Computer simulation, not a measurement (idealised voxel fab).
Proc. module: voxel wiring stack
240 nm wide, 5 nm square cells: that's cross-section cut.
Cross-section spec: square-cell grid; bands listed top down; each band is one or more rows.
Top height, bottom height, nm. Materials left to right, width each, nm. Single material + "full width" = fills band edge to edge. "blank" = empty.
We count height from 0. Below that, the starting wafer is all one material. The lowest band never ends at the bottom but goes on down; see "0..down" for how that is written.
With a width like "30 to 40", each row of cells in the band differs from the next by the same amount, the top row carrying the first number and the bottom row the second.
When a step is marked "nothing got changed", none of the cells in the cross-section changed during that step.
Each empty space that has no open way to the top and spans at least 8 cells appears under "Cavities, closed" as width x height at distance, the distance counted from the left edge, all in nm.
If you see something after the settings on a step's line, that's the simulator's own remark about that step.
Steps that use a mask can have "overlay nm" on their line. It says how far the mask sat to the right of where it was meant to be. Negative means to the left.
**Process steps - plan**
| 1 | op RECEIVE | material Si |
| 2 | op CONFORMAL_DEP | material SiO2 | thk nm 10 |
| 3 | op DIRECTIONAL_DEP | material TiN | thk nm 5 |
| 4 | op DIRECTIONAL_DEP | material W | thk nm 25 |
| 5 | op DIRECTIONAL_DEP | material aC | thk nm 15 |
| 6 | op PATTERN | tone cover | mask id METAL_1 | material resist | width nm 25 | pitch nm 40 | thk nm 30 | overlay nm 0 |
| 7 | op DIRECTIONAL_ETCH | etch materials aC | depth nm 15 |
| 8 | op STRIP | etch materials resist |
| 9 | op DIRECTIONAL_ETCH | etch materials W | depth nm 25 |
| 10 | op DIRECTIONAL_ETCH | etch materials TiN | depth nm 5 |
| 11 | op STRIP | etch materials aC |
| 12 | op CONFORMAL_DEP | material SiCN | thk nm 5 |
| 13 | op FILL_DEP | material lowk | thk nm 5 |
| 14 | op CMP | height nm 40 |
| 15 | op CONFORMAL_DEP | material SiCN | thk nm 5 |
| 16 | op DIRECTIONAL_DEP | material SiO2 | thk nm 20 |
| 17 | op MASKED_ETCH | tone open | mask id PLUG_1 | width nm 15 | pitch nm 80 | etch materials SiO2 | depth nm 20 | overlay nm 0 |
| 18 | op MASKED_ETCH | tone open | mask id PLUG_1 | width nm 15 | pitch nm 80 | etch materials SiCN | depth nm 5 | overlay nm 0 |
| 19 | op EPI | material Ru | thk nm 10 |
| 20 | op EPI | material Ru | thk nm 10 |
| 21 | op EPI | material Ru | thk nm 5 |
| 22 | op CONFORMAL_DEP | material SiN | thk nm 5 |
| 23 | op DIRECTIONAL_DEP | material lowk | thk nm 20 |
| 24 | op DIRECTIONAL_DEP | material aC | thk nm 15 |
| 25 | op PATTERN | tone open | mask id METAL_2 | material resist | width nm 25 | pitch nm 40 | thk nm 35 | overlay nm 0 |
| 26 | op DIRECTIONAL_ETCH | etch materials aC | depth nm 15 |
| 27 | op STRIP | etch materials resist |
| 28 | op DIRECTIONAL_ETCH | etch materials lowk | depth nm 20 |
| 29 | op DIRECTIONAL_ETCH | etch materials SiN | depth nm 5 |
| 30 | op STRIP | etch materials aC |
| 31 | op CONFORMAL_DEP | material TiN | thk nm 5 |
| 32 | op FILL_DEP | material Cu | thk nm 10 |
| 33 | op CMP | height nm 90 |
| 34 | op EPI | material Ru | thk nm 5 |
| 35 | op FILL_DEP | material SiCN | thk nm 5 |
**Concerning the first of two wafers, which was run in accordance with the plan**
**Step 1 complete: cross-section of the wafer as received**
  0..down  Si full width
  Cavities, closed: none
**You're looking at a cross-section of the wafer after step 2**
  10..0  SiO2 full width
  below 0: unchanged
**You're looking at a cross-section of the wafer after step 3**
  15..10  TiN full width
  below 10: unchanged
**You're looking at a cross-section of the wafer after step 4**
  40..15  W full width
  below 15: unchanged
**You're looking at a cross-section of the wafer after step 5**
  55..40  aC full width
  below 40: unchanged
**You're looking at a cross-section of the wafer after step 6**
  85..55  45 blank, 25 resist, 15 blank, 25 resist, 15 blank, 25 resist, 15 blank, 25 resist, 50 blank
  below 55: unchanged
**You're looking at a cross-section of the wafer after step 7**
  70..55  45 blank, 25 resist, 15 blank, 25 resist, 15 blank, 25 resist, 15 blank, 25 resist, 50 blank
  55..40  45 blank, 25 aC, 15 blank, 25 aC, 15 blank, 25 aC, 15 blank, 25 aC, 50 blank
  below 40: unchanged
**You're looking at a cross-section of the wafer after step 8**
  55..40  45 blank, 25 aC, 15 blank, 25 aC, 15 blank, 25 aC, 15 blank, 25 aC, 50 blank
  below 40: unchanged
**You're looking at a cross-section of the wafer after step 9**
  55..40  45 blank, 25 aC, 15 blank, 25 aC, 15 blank, 25 aC, 15 blank, 25 aC, 50 blank
  40..15  45 blank, 25 W, 15 blank, 25 W, 15 blank, 25 W, 15 blank, 25 W, 50 blank
  below 15: unchanged
**You're looking at a cross-section of the wafer after step 10**
  55..40  45 blank, 25 aC, 15 blank, 25 aC, 15 blank, 25 aC, 15 blank, 25 aC, 50 blank
  40..15  45 blank, 25 W, 15 blank, 25 W, 15 blank, 25 W, 15 blank, 25 W, 50 blank
  15..10  45 blank, 25 TiN, 15 blank, 25 TiN, 15 blank, 25 TiN, 15 blank, 25 TiN, 50 blank
  below 10: unchanged
**You're looking at a cross-section of the wafer after step 11**
  40..15  45 blank, 25 W, 15 blank, 25 W, 15 blank, 25 W, 15 blank, 25 W, 50 blank
  below 15: unchanged
**You're looking at a cross-section of the wafer after step 12**
  45..40  40 blank, 35 SiCN, 5 blank, 35 SiCN, 5 blank, 35 SiCN, 5 blank, 35 SiCN, 45 blank
  40..15  40 blank, 5 SiCN, 25 W, 5 SiCN, 5 blank, 5 SiCN, 25 W, 5 SiCN, 5 blank, 5 SiCN, 25 W, 5 SiCN, 5 blank, 5 SiCN, 25 W, 5 SiCN, 45 blank
  15..10  45 SiCN, 25 TiN, 15 SiCN, 25 TiN, 15 SiCN, 25 TiN, 15 SiCN, 25 TiN, 50 SiCN
  below 10: unchanged
**You're looking at a cross-section of the wafer after step 13**
  50..45  lowk full width
  45..40  40 lowk, 35 SiCN, 5 lowk, 35 SiCN, 5 lowk, 35 SiCN, 5 lowk, 35 SiCN, 45 lowk
  40..15  40 lowk, 5 SiCN, 25 W, 5 SiCN, 5 lowk, 5 SiCN, 25 W, 5 SiCN, 5 lowk, 5 SiCN, 25 W, 5 SiCN, 5 lowk, 5 SiCN, 25 W, 5 SiCN, 45 lowk
  below 15: unchanged
**You're looking at a cross-section of the wafer after step 14**
  40..15  40 lowk, 5 SiCN, 25 W, 5 SiCN, 5 lowk, 5 SiCN, 25 W, 5 SiCN, 5 lowk, 5 SiCN, 25 W, 5 SiCN, 5 lowk, 5 SiCN, 25 W, 5 SiCN, 45 lowk
  below 15: unchanged
**You're looking at a cross-section of the wafer after step 15**
  45..40  SiCN full width
  below 40: unchanged
**You're looking at a cross-section of the wafer after step 16**
  65..45  SiO2 full width
  below 45: unchanged
**You're looking at a cross-section of the wafer after step 17**
  65..45  45 SiO2, 15 blank, 65 SiO2, 15 blank, 100 SiO2
  below 45: unchanged
**You're looking at a cross-section of the wafer after step 18**
  65..45  45 SiO2, 15 blank, 65 SiO2, 15 blank, 100 SiO2
  45..40  45 SiCN, 15 blank, 65 SiCN, 15 blank, 100 SiCN
  below 40: unchanged
**You're looking at a cross-section of the wafer after step 19**
  65..50  45 SiO2, 15 blank, 65 SiO2, 15 blank, 100 SiO2
  50..45  45 SiO2, 15 Ru, 65 SiO2, 15 Ru, 100 SiO2
  45..40  45 SiCN, 15 Ru, 65 SiCN, 15 Ru, 100 SiCN
  below 40: unchanged
**You're looking at a cross-section of the wafer after step 20**
  65..60  45 SiO2, 15 blank, 65 SiO2, 15 blank, 100 SiO2
  60..45  45 SiO2, 15 Ru, 65 SiO2, 15 Ru, 100 SiO2
  below 45: unchanged
**You're looking at a cross-section of the wafer after step 21**
  65..45  45 SiO2, 15 Ru, 65 SiO2, 15 Ru, 100 SiO2
  below 45: unchanged
**You're looking at a cross-section of the wafer after step 22**
  70..65  SiN full width
  below 65: unchanged
**You're looking at a cross-section of the wafer after step 23**
  90..70  lowk full width
  below 70: unchanged
**You're looking at a cross-section of the wafer after step 24**
  105..90  aC full width
  below 90: unchanged
**You're looking at a cross-section of the wafer after step 25**
  140..105  45 resist, 25 blank, 15 resist, 25 blank, 15 resist, 25 blank, 15 resist, 25 blank, 50 resist
  below 105: unchanged
**You're looking at a cross-section of the wafer after step 26**
  125..105  45 resist, 25 blank, 15 resist, 25 blank, 15 resist, 25 blank, 15 resist, 25 blank, 50 resist
  105..90  45 aC, 25 blank, 15 aC, 25 blank, 15 aC, 25 blank, 15 aC, 25 blank, 50 aC
  below 90: unchanged
**You're looking at a cross-section of the wafer after step 27**
  105..90  45 aC, 25 blank, 15 aC, 25 blank, 15 aC, 25 blank, 15 aC, 25 blank, 50 aC
  below 90: unchanged
**You're looking at a cross-section of the wafer after step 28**
  105..90  45 aC, 25 blank, 15 aC, 25 blank, 15 aC, 25 blank, 15 aC, 25 blank, 50 aC
  90..70  45 lowk, 25 blank, 15 lowk, 25 blank, 15 lowk, 25 blank, 15 lowk, 25 blank, 50 lowk
  below 70: unchanged
**You're looking at a cross-section of the wafer after step 29**
  105..90  45 aC, 25 blank, 15 aC, 25 blank, 15 aC, 25 blank, 15 aC, 25 blank, 50 aC
  90..70  45 lowk, 25 blank, 15 lowk, 25 blank, 15 lowk, 25 blank, 15 lowk, 25 blank, 50 lowk
  70..65  45 SiN, 25 blank, 15 SiN, 25 blank, 15 SiN, 25 blank, 15 SiN, 25 blank, 50 SiN
  below 65: unchanged
**You're looking at a cross-section of the wafer after step 30**
  90..70  45 lowk, 25 blank, 15 lowk, 25 blank, 15 lowk, 25 blank, 15 lowk, 25 blank, 50 lowk
  below 70: unchanged
**You're looking at a cross-section of the wafer after step 31**
  95..90  50 TiN, 15 blank, 25 TiN, 15 blank, 25 TiN, 15 blank, 25 TiN, 15 blank, 55 TiN
  90..70  45 lowk, 5 TiN, 15 blank, 5 TiN, 15 lowk, 5 TiN, 15 blank, 5 TiN, 15 lowk, 5 TiN, 15 blank, 5 TiN, 15 lowk, 5 TiN, 15 blank, 5 TiN, 50 lowk
  70..65  45 SiN, 25 TiN, 15 SiN, 25 TiN, 15 SiN, 25 TiN, 15 SiN, 25 TiN, 50 SiN
  below 65: unchanged
**You're looking at a cross-section of the wafer after step 32**
  105..95  Cu full width
  95..90  50 TiN, 15 Cu, 25 TiN, 15 Cu, 25 TiN, 15 Cu, 25 TiN, 15 Cu, 55 TiN
  90..70  45 lowk, 5 TiN, 15 Cu, 5 TiN, 15 lowk, 5 TiN, 15 Cu, 5 TiN, 15 lowk, 5 TiN, 15 Cu, 5 TiN, 15 lowk, 5 TiN, 15 Cu, 5 TiN, 50 lowk
  below 70: unchanged
**You're looking at a cross-section of the wafer after step 33**
  90..70  45 lowk, 5 TiN, 15 Cu, 5 TiN, 15 lowk, 5 TiN, 15 Cu, 5 TiN, 15 lowk, 5 TiN, 15 Cu, 5 TiN, 15 lowk, 5 TiN, 15 Cu, 5 TiN, 50 lowk
  below 70: unchanged
**You're looking at a cross-section of the wafer after step 34**
  95..90  40 blank, 35 Ru, 5 blank, 35 Ru, 5 blank, 35 Ru, 5 blank, 35 Ru, 45 blank
  below 90: unchanged
**You're looking at a cross-section of the wafer after step 35**
  100..95  SiCN full width
  95..90  40 SiCN, 35 Ru, 5 SiCN, 35 Ru, 5 SiCN, 35 Ru, 5 SiCN, 35 Ru, 45 SiCN
  below 90: unchanged
**The second wafer: identical to the first at the outset and in its planned sequence, differing only in that one mistake was made during processing; up to and including step 14, its path is the first wafer's path**
**Second wafer at the planned finish of step 15, seen in cross-section**
  60..40  SiO2 full width
  below 40: unchanged
**Second wafer at the planned finish of step 16, seen in cross-section**
  65..60  SiCN full width
  below 60: unchanged
Second wafer at the planned finish of step 17, seen in cross-section: nothing got changed
**Second wafer at the planned finish of step 18, seen in cross-section**
  65..60  45 SiCN, 15 blank, 65 SiCN, 15 blank, 100 SiCN
  below 60: unchanged
Second wafer at the planned finish of step 19, seen in cross-section: nothing got changed
Second wafer at the planned finish of step 20, seen in cross-section: nothing got changed
Second wafer at the planned finish of step 21, seen in cross-section: nothing got changed
**Second wafer at the planned finish of step 22, seen in cross-section**
  70..65  50 SiN, 5 blank, 75 SiN, 5 blank, 105 SiN
  65..60  45 SiCN, 15 SiN, 65 SiCN, 15 SiN, 100 SiCN
  below 60: unchanged
**Second wafer at the planned finish of step 23, seen in cross-section**
  90..85  50 lowk, 5 blank, 75 lowk, 5 blank, 105 lowk
  85..70  lowk full width
  70..65  50 SiN, 5 lowk, 75 SiN, 5 lowk, 105 SiN
  below 65: unchanged
**Second wafer at the planned finish of step 24, seen in cross-section**
  105..100  50 aC, 5 blank, 75 aC, 5 blank, 105 aC
  100..90  aC full width
  90..85  50 lowk, 5 aC, 75 lowk, 5 aC, 105 lowk
  below 85: unchanged
**Second wafer at the planned finish of step 25, seen in cross-section**
  140..105  45 resist, 25 blank, 15 resist, 25 blank, 15 resist, 25 blank, 15 resist, 25 blank, 50 resist
  below 105: unchanged
**Second wafer at the planned finish of step 26, seen in cross-section**
  125..105  45 resist, 25 blank, 15 resist, 25 blank, 15 resist, 25 blank, 15 resist, 25 blank, 50 resist
  105..90  45 aC, 25 blank, 15 aC, 25 blank, 15 aC, 25 blank, 15 aC, 25 blank, 50 aC
  90..85  50 lowk, 5 blank, 75 lowk, 5 blank, 105 lowk
  below 85: unchanged
**Second wafer at the planned finish of step 27, seen in cross-section**
  105..90  45 aC, 25 blank, 15 aC, 25 blank, 15 aC, 25 blank, 15 aC, 25 blank, 50 aC
  below 90: unchanged
**Second wafer at the planned finish of step 28, seen in cross-section**
  105..90  45 aC, 25 blank, 15 aC, 25 blank, 15 aC, 25 blank, 15 aC, 25 blank, 50 aC
  90..70  45 lowk, 25 blank, 15 lowk, 25 blank, 15 lowk, 25 blank, 15 lowk, 25 blank, 50 lowk
  70..65  50 SiN, 5 blank, 75 SiN, 5 blank, 105 SiN
  below 65: unchanged
**Second wafer at the planned finish of step 29, seen in cross-section**
  105..90  45 aC, 25 blank, 15 aC, 25 blank, 15 aC, 25 blank, 15 aC, 25 blank, 50 aC
  90..70  45 lowk, 25 blank, 15 lowk, 25 blank, 15 lowk, 25 blank, 15 lowk, 25 blank, 50 lowk
  70..65  45 SiN, 25 blank, 15 SiN, 25 blank, 15 SiN, 25 blank, 15 SiN, 25 blank, 50 SiN
  65..60  45 SiCN, 5 SiN, 5 blank, 5 SiN, 65 SiCN, 5 SiN, 5 blank, 5 SiN, 100 SiCN
  below 60: unchanged
**Second wafer at the planned finish of step 30, seen in cross-section**
  90..70  45 lowk, 25 blank, 15 lowk, 25 blank, 15 lowk, 25 blank, 15 lowk, 25 blank, 50 lowk
  below 70: unchanged
**Second wafer at the planned finish of step 31, seen in cross-section**
  95..90  50 TiN, 15 blank, 25 TiN, 15 blank, 25 TiN, 15 blank, 25 TiN, 15 blank, 55 TiN
  90..70  45 lowk, 5 TiN, 15 blank, 5 TiN, 15 lowk, 5 TiN, 15 blank, 5 TiN, 15 lowk, 5 TiN, 15 blank, 5 TiN, 15 lowk, 5 TiN, 15 blank, 5 TiN, 50 lowk
  70..65  45 SiN, 25 TiN, 15 SiN, 25 TiN, 15 SiN, 25 TiN, 15 SiN, 25 TiN, 50 SiN
  65..60  45 SiCN, 5 SiN, 5 TiN, 5 SiN, 65 SiCN, 5 SiN, 5 TiN, 5 SiN, 100 SiCN
  below 60: unchanged
**Second wafer at the planned finish of step 32, seen in cross-section**
  105..95  Cu full width
  95..90  50 TiN, 15 Cu, 25 TiN, 15 Cu, 25 TiN, 15 Cu, 25 TiN, 15 Cu, 55 TiN
  90..70  45 lowk, 5 TiN, 15 Cu, 5 TiN, 15 lowk, 5 TiN, 15 Cu, 5 TiN, 15 lowk, 5 TiN, 15 Cu, 5 TiN, 15 lowk, 5 TiN, 15 Cu, 5 TiN, 50 lowk
  below 70: unchanged
**Second wafer at the planned finish of step 33, seen in cross-section**
  90..70  45 lowk, 5 TiN, 15 Cu, 5 TiN, 15 lowk, 5 TiN, 15 Cu, 5 TiN, 15 lowk, 5 TiN, 15 Cu, 5 TiN, 15 lowk, 5 TiN, 15 Cu, 5 TiN, 50 lowk
  below 70: unchanged
**Second wafer at the planned finish of step 34, seen in cross-section**
  95..90  40 blank, 35 Ru, 5 blank, 35 Ru, 5 blank, 35 Ru, 5 blank, 35 Ru, 45 blank
  below 90: unchanged
**Second wafer at the planned finish of step 35, seen in cross-section**
  100..95  SiCN full width
  95..90  40 SiCN, 35 Ru, 5 SiCN, 35 Ru, 5 SiCN, 35 Ru, 5 SiCN, 35 Ru, 45 SiCN
  below 90: unchanged
Error vs. plan: steps 15 and 16 run out of order (swapped)
Once processing is complete, comparing cell counts shows that the second wafer has more or fewer of certain materials than the first: Ru -30 | SiN +4 | SiO2 +24 | TiN +2
